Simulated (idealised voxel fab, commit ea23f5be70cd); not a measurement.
Documented hereafter: the process module known as voxel spacer lines.
Displayed cross-section: cut, width of 255 nm, square cells sized 5 nm.
The cross-sections in this document take the form of a grid made of square cells. They are written out as bands, in order from top to bottom. Each band consists of one or more rows of cells. Band: top and bottom heights (nm) first, top before bottom; then materials from left to right, widths in nm. "edge to edge" marks a sole material filling the band edge to edge. "empty" denotes empty space. Height is counted from the level 0, under which the received wafer is composed throughout of one material. The lowest of the bands is not closed at the bottom but continues downward, in the notation "z 0 and below". Top row gets the first number, bottom row gets the second, and each row in between changes by the same step: that is how a band width like "30->40" works. What does "no change occurred" mean for a step? It means no cell of the cross-section changed in that step. This entry, "Closed void register", enumerates those empty regions of no fewer than 8 cells that possess no open connection to the top. Each region is reported in the form width x height at distance, the distance being taken from the left edge, with all three quantities expressed in nm. Post-settings text on a step line: simulator's own remark regarding the step. You can add "overlay nm" to a step's line. For a step with a mask, it describes how far the mask lay to the right of its planned position, and a negative number describes a lay to the left. Guide to the pairs. Each holds a before and an after cross-section around one process step; the after cross-section is cut off at the lowest band that changed. Look under the pair for the step between them and its settings. Pairs can come from different runs of this module on the same starting wafer, so a pair follows on from the one above it only where its entry headed "Pre-process cross-section" says it does.
Pre-process cross-section
* z 0 and below: Si edge to edge
* Closed void register: none
Resulting Cross-Section
* z 10 to 0: Al2O3 edge to edge
* Below 0, the layers are the same as they were.
* Closed void register: none
To go from the before cross-section above to the after cross-section, apply CONFORMAL_DEP with material Al2O3, thk nm 10
Pre-process cross-section: no separate figure, the pair right above already shows it after its step.
Resulting Cross-Section
* z 20 to 10: TiN edge to edge
* Below 10, the layers are the same as they were.
* Closed void register: none
To go from the before cross-section above to the after cross-section, apply DIRECTIONAL_DEP with material TiN, thk nm 10
Pre-process cross-section: no separate figure, the pair right above already shows it after its step.
Resulting Cross-Section
* z 50 to 20: polySi edge to edge
* Below 20, the layers are the same as they were.
* Closed void register: none
To go from the before cross-section above to the after cross-section, apply DIRECTIONAL_DEP with material polySi, thk nm 30
Pre-process cross-section: no separate figure, the pair right above already shows it after its step.
Resulting Cross-Section
* z 85 to 50: 85 of empty / 20 of resist / 40 of empty / 20 of resist / 90 of empty
* Below 50, the layers are the same as they were.
* Closed void register: none
To go from the before cross-section above to the after cross-section, apply PATTERN with tone cover, mask id MANDREL, material resist, width nm 20, pitch nm 60, thk nm 35, overlay nm 0
Pre-process cross-section: no separate figure, the pair right above already shows it after its step.
Resulting Cross-Section
* z 85 to 50: 85 of empty / 20 of resist / 40 of empty / 20 of resist / 90 of empty
* z 50 to 20: 85 of empty / 20 of polySi / 40 of empty / 20 of polySi / 90 of empty
* Below 20, the layers are the same as they were.
* Closed void register: none
To go from the before cross-section above to the after cross-section, apply DIRECTIONAL_ETCH with etch materials polySi, depth nm 30
Pre-process cross-section: no separate figure, the pair right above already shows it after its step.
Resulting Cross-Section
* z 50 to 20: 85 of empty / 20 of polySi / 40 of empty / 20 of polySi / 90 of empty
* Below 20, the layers are the same as they were.
* Closed void register: none
To go from the before cross-section above to the after cross-section, apply STRIP with etch materials resist
Pre-process cross-section: no separate figure, the pair right above already shows it after its step.
Resulting Cross-Section
* z 60 to 50: 75 of empty / 40 of SiO2 / 20 of empty / 40 of SiO2 / 80 of empty
* z 50 to 30: 75 of empty / 10 of SiO2 / 20 of polySi / 10 of SiO2 / 20 of empty / 10 of SiO2 / 20 of polySi / 10 of SiO2 / 80 of empty
* z 30 to 20: 85 of SiO2 / 20 of polySi / 40 of SiO2 / 20 of polySi / 90 of SiO2
* Below 20, the layers are the same as they were.
* Closed void register: none
To go from the before cross-section above to the after cross-section, apply CONFORMAL_DEP with material SiO2, thk nm 10
Pre-process cross-section: no separate figure, the pair right above already shows it after its step.
Resulting Cross-Section
* z 50 to 20: 75 of empty / 10 of SiO2 / 20 of polySi / 10 of SiO2 / 20 of empty / 10 of SiO2 / 20 of polySi / 10 of SiO2 / 80 of empty
* Below 20, the layers are the same as they were.
* Closed void register: none
To go from the before cross-section above to the after cross-section, apply DIRECTIONAL_ETCH with etch materials SiO2, depth nm 10
Pre-process cross-section: no separate figure, the pair right above already shows it after its step.
Resulting Cross-Section
* z 50 to 20: 75 of empty / 10 of SiO2 / 20 of empty / 10 of SiO2 / 20 of empty / 10 of SiO2 / 20 of empty / 10 of SiO2 / 80 of empty
* Below 20, the layers are the same as they were.
* Closed void register: none
To go from the before cross-section above to the after cross-section, apply STRIP with etch materials polySi
Pre-process cross-section: no separate figure, the pair right above already shows it after its step.
Resulting Cross-Section
* z 50 to 20: 75 of empty / 10 of SiO2 / 20 of empty / 10 of SiO2 / 20 of empty / 10 of SiO2 / 20 of empty / 10 of SiO2 / 80 of empty
* z 20 to 10: 75 of empty / 10 of TiN / 20 of empty / 10 of TiN / 20 of empty / 10 of TiN / 20 of empty / 10 of TiN / 80 of empty
* Below 10, the layers are the same as they were.
* Closed void register: none
To go from the before cross-section above to the after cross-section, apply DIRECTIONAL_ETCH with etch materials TiN, depth nm 10
Pre-process cross-section: no separate figure, the pair right above already shows it after its step.
Resulting Cross-Section
* z 20 to 10: 75 of empty / 10 of TiN / 20 of empty / 10 of TiN / 20 of empty / 10 of TiN / 20 of empty / 10 of TiN / 80 of empty
* Below 10, the layers are the same as they were.
* Closed void register: none
To go from the before cross-section above to the after cross-section, apply STRIP with etch materials SiO2
Pre-process cross-section: no separate figure, the pair right above already shows it after its step.
Resulting Cross-Section
* z 25 to 20: lowk edge to edge
* z 20 to 10: 75 of lowk / 10 of TiN / 20 of lowk / 10 of TiN / 20 of lowk / 10 of TiN / 20 of lowk / 10 of TiN / 80 of lowk
* Below 10, the layers are the same as they were.
* Closed void register: none
To go from the before cross-section above to the after cross-section, apply FILL_DEP with material lowk, thk nm 5
Pre-process cross-section: no separate figure, the pair right above already shows it after its step.
Resulting Cross-Section
* z 20 to 10: 75 of lowk / 10 of TiN / 20 of lowk / 10 of TiN / 20 of lowk / 10 of TiN / 20 of lowk / 10 of TiN / 80 of lowk
* Below 10, the layers are the same as they were.
* Closed void register: none
To go from the before cross-section above to the after cross-section, apply CMP with height nm 20
Pre-process cross-section
* z 50 to 20: 75 of empty / 10 of SiO2 / 20 of empty / 10 of SiO2 / 20 of empty / 10 of SiO2 / 20 of empty / 10 of SiO2 / 80 of empty
* z 20 to 10: 75 of empty / 10 of TiN / 20 of empty / 10 of TiN / 20 of empty / 10 of TiN / 20 of empty / 10 of TiN / 80 of empty
* z 10 to 0: Al2O3 edge to edge
* z 0 and below: Si edge to edge
* Closed void register: none
Resulting Cross-Section
* z 55 to 50: lowk edge to edge
* z 50 to 20: 75 of lowk / 10 of SiO2 / 20 of lowk / 10 of SiO2 / 20 of lowk / 10 of SiO2 / 20 of lowk / 10 of SiO2 / 80 of lowk
* z 20 to 10: 75 of lowk / 10 of TiN / 20 of lowk / 10 of TiN / 20 of lowk / 10 of TiN / 20 of lowk / 10 of TiN / 80 of lowk
* Below 10, the layers are the same as they were.
* Closed void register: none
To go from the before cross-section above to the after cross-section, apply FILL_DEP with material lowk, thk nm 5
Pre-process cross-section: no separate figure, the pair right above already shows it after its step.
Resulting Cross-Section
* z 20 to 10: 75 of lowk / 10 of TiN / 20 of lowk / 10 of TiN / 20 of lowk / 10 of TiN / 20 of lowk / 10 of TiN / 80 of lowk
* Below 10, the layers are the same as they were.
* Closed void register: none
To go from the before cross-section above to the after cross-section, apply CMP with height nm 20
Pre-process cross-section
* z 10 to 0: Al2O3 edge to edge
* z 0 and below: Si edge to edge
* Closed void register: none
Resulting Cross-Section
* z 40 to 10: polySi edge to edge
* Below 10, the layers are the same as they were.
* Closed void register: none
To go from the before cross-section above to the after cross-section, apply DIRECTIONAL_DEP with material polySi, thk nm 30
Pre-process cross-section: no separate figure, the pair right above already shows it after its step.
Resulting Cross-Section
* z 50 to 40: TiN edge to edge
* Below 40, the layers are the same as they were.
* Closed void register: none
To go from the before cross-section above to the after cross-section, apply DIRECTIONAL_DEP with material TiN, thk nm 10
Pre-process cross-section: no separate figure, the pair right above already shows it after its step.
Resulting Cross-Section
* z 85 to 50: 85 of empty / 20 of resist / 40 of empty / 20 of resist / 90 of empty
* Below 50, the layers are the same as they were.
* Closed void register: none
To go from the before cross-section above to the after cross-section, apply PATTERN with tone cover, mask id MANDREL, material resist, width nm 20, pitch nm 60, thk nm 35, overlay nm 0
Pre-process cross-section: no separate figure, the pair right above already shows it after its step.
Resulting Cross-Section
* z 50 to 40: TiN edge to edge
* Below 40, the layers are the same as they were.
* Closed void register: none
To go from the before cross-section above to the after cross-section, apply STRIP with etch materials resist
Pre-process cross-section: no separate figure, the pair right above already shows it after its step.
Resulting Cross-Section
* z 60 to 50: SiO2 edge to edge
* Below 50, the layers are the same as they were.
* Closed void register: none
To go from the before cross-section above to the after cross-section, apply CONFORMAL_DEP with material SiO2, thk nm 10
Pre-process cross-section: no separate figure, the pair right above already shows it after its step.
Resulting Cross-Section
* z 50 to 40: TiN edge to edge
* Below 40, the layers are the same as they were.
* Closed void register: none
To go from the before cross-section above to the after cross-section, apply DIRECTIONAL_ETCH with etch materials SiO2, depth nm 10
Pre-process cross-section: no separate figure, the pair right above already shows it after its step.
Resulting Cross-Section
* z 40 to 10: polySi edge to edge
* Below 10, the layers are the same as they were.
* Closed void register: none
To go from the before cross-section above to the after cross-section, apply DIRECTIONAL_ETCH with etch materials TiN, depth nm 10
Pre-process cross-section: no separate figure, the pair right above already shows it after its step.
Resulting Cross-Section
* z 45 to 40: lowk edge to edge
* Below 40, the layers are the same as they were.
* Closed void register: none
To go from the before cross-section above to the after cross-section, apply FILL_DEP with material lowk, thk nm 5
Pre-process cross-section: no separate figure, the pair right above already shows it after its step.
Resulting Cross-Section
* z 20 to 10: polySi edge to edge
* Below 10, the layers are the same as they were.
* Closed void register: none
To go from the before cross-section above to the after cross-section, apply CMP with height nm 20
Pre-process cross-section
* z 0 and below: Si edge to edge
* Closed void register: none
Resulting Cross-Section
* z 15 to 0: Al2O3 edge to edge
* Below 0, the layers are the same as they were.
* Closed void register: none
To go from the before cross-section above to the after cross-section, apply CONFORMAL_DEP with material Al2O3, thk nm 15
Pre-process cross-section: no separate figure, the pair right above already shows it after its step.
Resulting Cross-Section
* z 25 to 15: TiN edge to edge
* Below 15, the layers are the same as they were.
* Closed void register: none
To go from the before cross-section above to the after cross-section, apply DIRECTIONAL_DEP with material TiN, thk nm 10
Pre-process cross-section: no separate figure, the pair right above already shows it after its step.
Resulting Cross-Section
* z 55 to 25: polySi edge to edge
* Below 25, the layers are the same as they were.
* Closed void register: none
To go from the before cross-section above to the after cross-section, apply DIRECTIONAL_DEP with material polySi, thk nm 30
Pre-process cross-section: no separate figure, the pair right above already shows it after its step.
Resulting Cross-Section
* z 90 to 55: 85 of empty / 20 of resist / 40 of empty / 20 of resist / 90 of empty
* Below 55, the layers are the same as they were.
* Closed void register: none
To go from the before cross-section above to the after cross-section, apply PATTERN with tone cover, mask id MANDREL, material resist, width nm 20, pitch nm 60, thk nm 35, overlay nm 0
Pre-process cross-section: no separate figure, the pair right above already shows it after its step.
Resulting Cross-Section
* z 90 to 55: 85 of empty / 20 of resist / 40 of empty / 20 of resist / 90 of empty
* z 55 to 25: 85 of empty / 20 of polySi / 40 of empty / 20 of polySi / 90 of empty
* Below 25, the layers are the same as they were.
* Closed void register: none
To go from the before cross-section above to the after cross-section, apply DIRECTIONAL_ETCH with etch materials polySi, depth nm 30
Pre-process cross-section: no separate figure, the pair right above already shows it after its step.
Resulting Cross-Section
* z 55 to 25: 85 of empty / 20 of polySi / 40 of empty / 20 of polySi / 90 of empty
* Below 25, the layers are the same as they were.
* Closed void register: none
To go from the before cross-section above to the after cross-section, apply STRIP with etch materials resist
Pre-process cross-section: no separate figure, the pair right above already shows it after its step.
Resulting Cross-Section
* z 65 to 55: 75 of empty / 40 of SiO2 / 20 of empty / 40 of SiO2 / 80 of empty
* z 55 to 35: 75 of empty / 10 of SiO2 / 20 of polySi / 10 of SiO2 / 20 of empty / 10 of SiO2 / 20 of polySi / 10 of SiO2 / 80 of empty
* z 35 to 25: 85 of SiO2 / 20 of polySi / 40 of SiO2 / 20 of polySi / 90 of SiO2
* Below 25, the layers are the same as they were.
* Closed void register: none
To go from the before cross-section above to the after cross-section, apply CONFORMAL_DEP with material SiO2, thk nm 10
Pre-process cross-section: no separate figure, the pair right above already shows it after its step.
Resulting Cross-Section
* z 55 to 25: 75 of empty / 10 of SiO2 / 20 of polySi / 10 of SiO2 / 20 of empty / 10 of SiO2 / 20 of polySi / 10 of SiO2 / 80 of empty
* Below 25, the layers are the same as they were.
* Closed void register: none
To go from the before cross-section above to the after cross-section, apply DIRECTIONAL_ETCH with etch materials SiO2, depth nm 10
Pre-process cross-section: no separate figure, the pair right above already shows it after its step.
Resulting Cross-Section
* z 55 to 25: 75 of empty / 10 of SiO2 / 20 of empty / 10 of SiO2 / 20 of empty / 10 of SiO2 / 20 of empty / 10 of SiO2 / 80 of empty
* Below 25, the layers are the same as they were.
* Closed void register: none
To go from the before cross-section above to the after cross-section, apply STRIP with etch materials polySi
Pre-process cross-section: no separate figure, the pair right above already shows it after its step.
Resulting Cross-Section
* z 55 to 25: 75 of empty / 10 of SiO2 / 20 of empty / 10 of SiO2 / 20 of empty / 10 of SiO2 / 20 of empty / 10 of SiO2 / 80 of empty
* z 25 to 15: 75 of empty / 10 of TiN / 20 of empty / 10 of TiN / 20 of empty / 10 of TiN / 20 of empty / 10 of TiN / 80 of empty
* Below 15, the layers are the same as they were.
* Closed void register: none
To go from the before cross-section above to the after cross-section, apply DIRECTIONAL_ETCH with etch materials TiN, depth nm 10
Pre-process cross-section: no separate figure, the pair right above already shows it after its step.
Resulting Cross-Section
* z 25 to 15: 75 of empty / 10 of TiN / 20 of empty / 10 of TiN / 20 of empty / 10 of TiN / 20 of empty / 10 of TiN / 80 of empty
* Below 15, the layers are the same as they were.
* Closed void register: none
To go from the before cross-section above to the after cross-section, apply STRIP with etch materials SiO2
Pre-process cross-section: no separate figure, the pair right above already shows it after its step.
Resulting Cross-Section
* z 30 to 25: lowk edge to edge
* z 25 to 15: 75 of lowk / 10 of TiN / 20 of lowk / 10 of TiN / 20 of lowk / 10 of TiN / 20 of lowk / 10 of TiN / 80 of lowk
* Below 15, the layers are the same as they were.
* Closed void register: none
To go from the before cross-section above to the after cross-section, apply FILL_DEP with material lowk, thk nm 5
Pre-process cross-section: no separate figure, the pair right above already shows it after its step.
Resulting Cross-Section
* z 20 to 15: 75 of lowk / 10 of TiN / 20 of lowk / 10 of TiN / 20 of lowk / 10 of TiN / 20 of lowk / 10 of TiN / 80 of lowk
* Below 15, the layers are the same as they were.
* Closed void register: none
To go from the before cross-section above to the after cross-section, apply CMP with height nm 20
Pre-process cross-section
* z 50 to 20: polySi edge to edge
* z 20 to 10: TiN edge to edge
* z 10 to 0: Al2O3 edge to edge
* z 0 and below: Si edge to edge
* Closed void register: none
Resulting Cross-Section
* z 85 to 50: 90 of empty / 15 of resist / 45 of empty / 15 of resist / 90 of empty
* Below 50, the layers are the same as they were.
* Closed void register: none
To go from the before cross-section above to the after cross-section, apply PATTERN with tone cover, mask id MANDREL, material resist, width nm 15, pitch nm 60, thk nm 35, overlay nm 0
Pre-process cross-section: no separate figure, the pair right above already shows it after its step.
Resulting Cross-Section
* z 85 to 50: 90 of empty / 15 of resist / 45 of empty / 15 of resist / 90 of empty
* z 50 to 20: 90 of empty / 15 of polySi / 45 of empty / 15 of polySi / 90 of empty
* Below 20, the layers are the same as they were.
* Closed void register: none
To go from the before cross-section above to the after cross-section, apply DIRECTIONAL_ETCH with etch materials polySi, depth nm 30
Pre-process cross-section: no separate figure, the pair right above already shows it after its step.
Resulting Cross-Section
* z 50 to 20: 90 of empty / 15 of polySi / 45 of empty / 15 of polySi / 90 of empty
* Below 20, the layers are the same as they were.
* Closed void register: none
To go from the before cross-section above to the after cross-section, apply STRIP with etch materials resist
Pre-process cross-section: no separate figure, the pair right above already shows it after its step.
Resulting Cross-Section
* z 60 to 50: 80 of empty / 35 of SiO2 / 25 of empty / 35 of SiO2 / 80 of empty
* z 50 to 30: 80 of empty / 10 of SiO2 / 15 of polySi / 10 of SiO2 / 25 of empty / 10 of SiO2 / 15 of polySi / 10 of SiO2 / 80 of empty
* z 30 to 20: 90 of SiO2 / 15 of polySi / 45 of SiO2 / 15 of polySi / 90 of SiO2
* Below 20, the layers are the same as they were.
* Closed void register: none
To go from the before cross-section above to the after cross-section, apply CONFORMAL_DEP with material SiO2, thk nm 10
Pre-process cross-section: no separate figure, the pair right above already shows it after its step.
Resulting Cross-Section
* z 50 to 20: 80 of empty / 10 of SiO2 / 15 of polySi / 10 of SiO2 / 25 of empty / 10 of SiO2 / 15 of polySi / 10 of SiO2 / 80 of empty
* Below 20, the layers are the same as they were.
* Closed void register: none
To go from the before cross-section above to the after cross-section, apply DIRECTIONAL_ETCH with etch materials SiO2, depth nm 10
Pre-process cross-section: no separate figure, the pair right above already shows it after its step.
Resulting Cross-Section
* z 50 to 20: 80 of empty / 10 of SiO2 / 15 of empty / 10 of SiO2 / 25 of empty / 10 of SiO2 / 15 of empty / 10 of SiO2 / 80 of empty
* Below 20, the layers are the same as they were.
* Closed void register: none
To go from the before cross-section above to the after cross-section, apply STRIP with etch materials polySi
Pre-process cross-section: no separate figure, the pair right above already shows it after its step.
Resulting Cross-Section
* z 50 to 20: 80 of empty / 10 of SiO2 / 15 of empty / 10 of SiO2 / 25 of empty / 10 of SiO2 / 15 of empty / 10 of SiO2 / 80 of empty
* z 20 to 10: 80 of empty / 10 of TiN / 15 of empty / 10 of TiN / 25 of empty / 10 of TiN / 15 of empty / 10 of TiN / 80 of empty
* Below 10, the layers are the same as they were.
* Closed void register: none
To go from the before cross-section above to the after cross-section, apply DIRECTIONAL_ETCH with etch materials TiN, depth nm 10
Pre-process cross-section: no separate figure, the pair right above already shows it after its step.
Resulting Cross-Section
* z 20 to 10: 80 of empty / 10 of TiN / 15 of empty / 10 of TiN / 25 of empty / 10 of TiN / 15 of empty / 10 of TiN / 80 of empty
* Below 10, the layers are the same as they were.
* Closed void register: none
To go from the before cross-section above to the after cross-section, apply STRIP with etch materials SiO2
Pre-process cross-section: no separate figure, the pair right above already shows it after its step.
Resulting Cross-Section
* z 25 to 20: lowk edge to edge
* z 20 to 10: 80 of lowk / 10 of TiN / 15 of lowk / 10 of TiN / 25 of lowk / 10 of TiN / 15 of lowk / 10 of TiN / 80 of lowk
* Below 10, the layers are the same as they were.
* Closed void register: none
To go from the before cross-section above to the after cross-section, apply FILL_DEP with material lowk, thk nm 5
Pre-process cross-section: no separate figure, the pair right above already shows it after its step.
Resulting Cross-Section
* z 20 to 10: 80 of lowk / 10 of TiN / 15 of lowk / 10 of TiN / 25 of lowk / 10 of TiN / 15 of lowk / 10 of TiN / 80 of lowk
* Below 10, the layers are the same as they were.
* Closed void register: none
To go from the before cross-section above to the after cross-section, apply CMP with height nm 20
Pre-process cross-section
* z 50 to 20: polySi edge to edge
* z 20 to 10: TiN edge to edge
* z 10 to 0: Al2O3 edge to edge
* z 0 and below: Si edge to edge
* Closed void register: none
Resulting Cross-Section
* z 85 to 50: 75 of empty / 20 of resist / 40 of empty / 20 of resist / 100 of empty
* Below 50, the layers are the same as they were.
* Closed void register: none
To go from the before cross-section above to the after cross-section, apply PATTERN with tone cover, mask id MANDREL, material resist, width nm 20, pitch nm 60, thk nm 35, overlay nm -10
Pre-process cross-section: no separate figure, the pair right above already shows it after its step.
Resulting Cross-Section
* z 85 to 50: 75 of empty / 20 of resist / 40 of empty / 20 of resist / 100 of empty
* z 50 to 20: 75 of empty / 20 of polySi / 40 of empty / 20 of polySi / 100 of empty
* Below 20, the layers are the same as they were.
* Closed void register: none
To go from the before cross-section above to the after cross-section, apply DIRECTIONAL_ETCH with etch materials polySi, depth nm 30
Pre-process cross-section: no separate figure, the pair right above already shows it after its step.
Resulting Cross-Section
* z 50 to 20: 75 of empty / 20 of polySi / 40 of empty / 20 of polySi / 100 of empty
* Below 20, the layers are the same as they were.
* Closed void register: none
To go from the before cross-section above to the after cross-section, apply STRIP with etch materials resist
Pre-process cross-section: no separate figure, the pair right above already shows it after its step.
Resulting Cross-Section
* z 60 to 50: 65 of empty / 40 of SiO2 / 20 of empty / 40 of SiO2 / 90 of empty
* z 50 to 30: 65 of empty / 10 of SiO2 / 20 of polySi / 10 of SiO2 / 20 of empty / 10 of SiO2 / 20 of polySi / 10 of SiO2 / 90 of empty
* z 30 to 20: 75 of SiO2 / 20 of polySi / 40 of SiO2 / 20 of polySi / 100 of SiO2
* Below 20, the layers are the same as they were.
* Closed void register: none
To go from the before cross-section above to the after cross-section, apply CONFORMAL_DEP with material SiO2, thk nm 10
Pre-process cross-section: no separate figure, the pair right above already shows it after its step.
Resulting Cross-Section
* z 50 to 20: 65 of empty / 10 of SiO2 / 20 of polySi / 10 of SiO2 / 20 of empty / 10 of SiO2 / 20 of polySi / 10 of SiO2 / 90 of empty
* Below 20, the layers are the same as they were.
* Closed void register: none
To go from the before cross-section above to the after cross-section, apply DIRECTIONAL_ETCH with etch materials SiO2, depth nm 10
Pre-process cross-section: no separate figure, the pair right above already shows it after its step.
Resulting Cross-Section
* z 50 to 20: 65 of empty / 10 of SiO2 / 20 of empty / 10 of SiO2 / 20 of empty / 10 of SiO2 / 20 of empty / 10 of SiO2 / 90 of empty
* Below 20, the layers are the same as they were.
* Closed void register: none
To go from the before cross-section above to the after cross-section, apply STRIP with etch materials polySi
Pre-process cross-section: no separate figure, the pair right above already shows it after its step.
Resulting Cross-Section
* z 50 to 20: 65 of empty / 10 of SiO2 / 20 of empty / 10 of SiO2 / 20 of empty / 10 of SiO2 / 20 of empty / 10 of SiO2 / 90 of empty
* z 20 to 10: 65 of empty / 10 of TiN / 20 of empty / 10 of TiN / 20 of empty / 10 of TiN / 20 of empty / 10 of TiN / 90 of empty
* Below 10, the layers are the same as they were.
* Closed void register: none
To go from the before cross-section above to the after cross-section, apply DIRECTIONAL_ETCH with etch materials TiN, depth nm 10
Pre-process cross-section: no separate figure, the pair right above already shows it after its step.
Resulting Cross-Section
* z 20 to 10: 65 of empty / 10 of TiN / 20 of empty / 10 of TiN / 20 of empty / 10 of TiN / 20 of empty / 10 of TiN / 90 of empty
* Below 10, the layers are the same as they were.
* Closed void register: none
To go from the before cross-section above to the after cross-section, apply STRIP with etch materials SiO2
Pre-process cross-section: no separate figure, the pair right above already shows it after its step.
Resulting Cross-Section
* z 25 to 20: lowk edge to edge
* z 20 to 10: 65 of lowk / 10 of TiN / 20 of lowk / 10 of TiN / 20 of lowk / 10 of TiN / 20 of lowk / 10 of TiN / 90 of lowk
* Below 10, the layers are the same as they were.
* Closed void register: none
To go from the before cross-section above to the after cross-section, apply FILL_DEP with material lowk, thk nm 5
Pre-process cross-section: no separate figure, the pair right above already shows it after its step.
Resulting Cross-Section
* z 20 to 10: 65 of lowk / 10 of TiN / 20 of lowk / 10 of TiN / 20 of lowk / 10 of TiN / 20 of lowk / 10 of TiN / 90 of lowk
* Below 10, the layers are the same as they were.
* Closed void register: none
To go from the before cross-section above to the after cross-section, apply CMP with height nm 20
Pre-process cross-section
* z 20 to 10: 75 of empty / 10 of TiN / 20 of empty / 10 of TiN / 20 of empty / 10 of TiN / 20 of empty / 10 of TiN / 80 of empty
* z 10 to 0: Al2O3 edge to edge
* z 0 and below: Si edge to edge
* Closed void register: none
Resulting Cross-Section
* z 25 to 20: Al2O3 edge to edge
* z 20 to 10: 75 of Al2O3 / 10 of TiN / 20 of Al2O3 / 10 of TiN / 20 of Al2O3 / 10 of TiN / 20 of Al2O3 / 10 of TiN / 80 of Al2O3
* Below 10, the layers are the same as they were.
* Closed void register: none
To go from the before cross-section above to the after cross-section, apply FILL_DEP with material Al2O3, thk nm 5
Pre-process cross-section: no separate figure, the pair right above already shows it after its step.
Resulting Cross-Section
* z 20 to 10: 75 of Al2O3 / 10 of TiN / 20 of Al2O3 / 10 of TiN / 20 of Al2O3 / 10 of TiN / 20 of Al2O3 / 10 of TiN / 80 of Al2O3
* Below 10, the layers are the same as they were.
* Closed void register: none
To go from the before cross-section above to the after cross-section, apply CMP with height nm 20
